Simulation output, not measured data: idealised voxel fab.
process module | voxel air gaps
cross-section cut | 205 nm wide | cells 5 nm
A cross-section is a grid of square cells, given in bands from the top down. A band is one or more rows of cells.
Each band's line starts with the height of the band's top and of its bottom, in nm. Then come its materials from left to right, each with its width in nm. One material with "throughout" fills the band from edge to edge. "air" is empty space.
Height 0 is the level under which the wafer as received is all one material. The lowest band goes on downwards, as in "0 down".
A width such as "30 to 40" changes by the same amount from each row of cells to the next, from the band's top row to its bottom row.
"no change" after a step means that no cell of the cross-section changed.
closed voids: empty space of 8 cells or more with no open way to the top, each as width x height at its distance from the left edge, in nm
after a step's settings: what the simulator itself notes on the step
overlay nm, on a step with a mask: how far to the right of its planned place the mask lay; to the left if negative
plan
1 op RECEIVE | material Si
2 op CONFORMAL_DEP | material SiO2 | thk nm 15
3 op CONFORMAL_DEP | material SiN | thk nm 5
4 op DIRECTIONAL_DEP | material lowk | thk nm 40
5 op DIRECTIONAL_DEP | material aC | thk nm 15
6 op PATTERN | tone open | mask id LINES | material resist | width nm 25 | pitch nm 50 | thk nm 30 | overlay nm 0
7 op DIRECTIONAL_ETCH | etch materials aC | depth nm 15
8 op STRIP | etch materials resist
9 op DIRECTIONAL_ETCH | etch materials lowk | depth nm 40
10 op STRIP | etch materials aC
11 op CONFORMAL_DEP | material TiN | thk nm 5
12 op FILL_DEP | material W | thk nm 10
13 op CMP | height nm 60
14 op EPI | material Ru | thk nm 10
15 op SELECTIVE_ETCH | etch materials lowk | depth nm 50
16 op CONFORMAL_DEP | material SiCN | thk nm 5
as received, after step 1
  0 down: Si throughout
  closed voids: none
first wafer at the end, as planned
  75 to 70: air 25 | SiCN 155 | air 25
  70 to 60: air 25 | SiCN 5 | Ru 45 | SiCN 5 | Ru 45 | SiCN 5 | Ru 45 | SiCN 5 | air 25
  60 to 55: air 25 | SiCN 15 | TiN 5 | W 15 | TiN 5 | SiCN 25 | TiN 5 | W 15 | TiN 5 | SiCN 25 | TiN 5 | W 15 | TiN 5 | SiCN 15 | air 25
  55 to 25: air 35 | SiCN 5 | TiN 5 | W 15 | TiN 5 | SiCN 5 | air 15 | SiCN 5 | TiN 5 | W 15 | TiN 5 | SiCN 5 | air 15 | SiCN 5 | TiN 5 | W 15 | TiN 5 | SiCN 5 | air 35
  25 to 20: SiCN 40 | TiN 25 | SiCN 25 | TiN 25 | SiCN 25 | TiN 25 | SiCN 40
  20 to 15: SiN throughout
  15 to 0: SiO2 throughout
  0 down: Si throughout
  closed voids: 15 x 30 at 70; 15 x 30 at 120
second wafer at the end: like start, like plan, one mistake
  75 to 70: air 20 | SiCN 155 | air 30
  70 to 60: air 20 | SiCN 5 | Ru 45 | SiCN 5 | Ru 45 | SiCN 5 | Ru 45 | SiCN 5 | air 30
  60 to 55: air 20 | SiCN 15 | TiN 5 | W 15 | TiN 5 | SiCN 25 | TiN 5 | W 15 | TiN 5 | SiCN 25 | TiN 5 | W 15 | TiN 5 | SiCN 15 | air 30
  55 to 25: air 30 | SiCN 5 | TiN 5 | W 15 | TiN 5 | SiCN 5 | air 15 | SiCN 5 | TiN 5 | W 15 | TiN 5 | SiCN 5 | air 15 | SiCN 5 | TiN 5 | W 15 | TiN 5 | SiCN 5 | air 40
  25 to 20: SiCN 35 | TiN 25 | SiCN 25 | TiN 25 | SiCN 25 | TiN 25 | SiCN 45
  20 to 15: SiN throughout
  15 to 0: SiO2 throughout
  0 down: Si throughout
  closed voids: 15 x 30 at 65; 15 x 30 at 115
what went wrong: step 6 ran as: op PATTERN | tone open | mask id LINES | material resist | width nm 25 | pitch nm 50 | thk nm 30 | overlay nm -5
at the end the second wafer has, in cells: as many of each material as the first, in other places
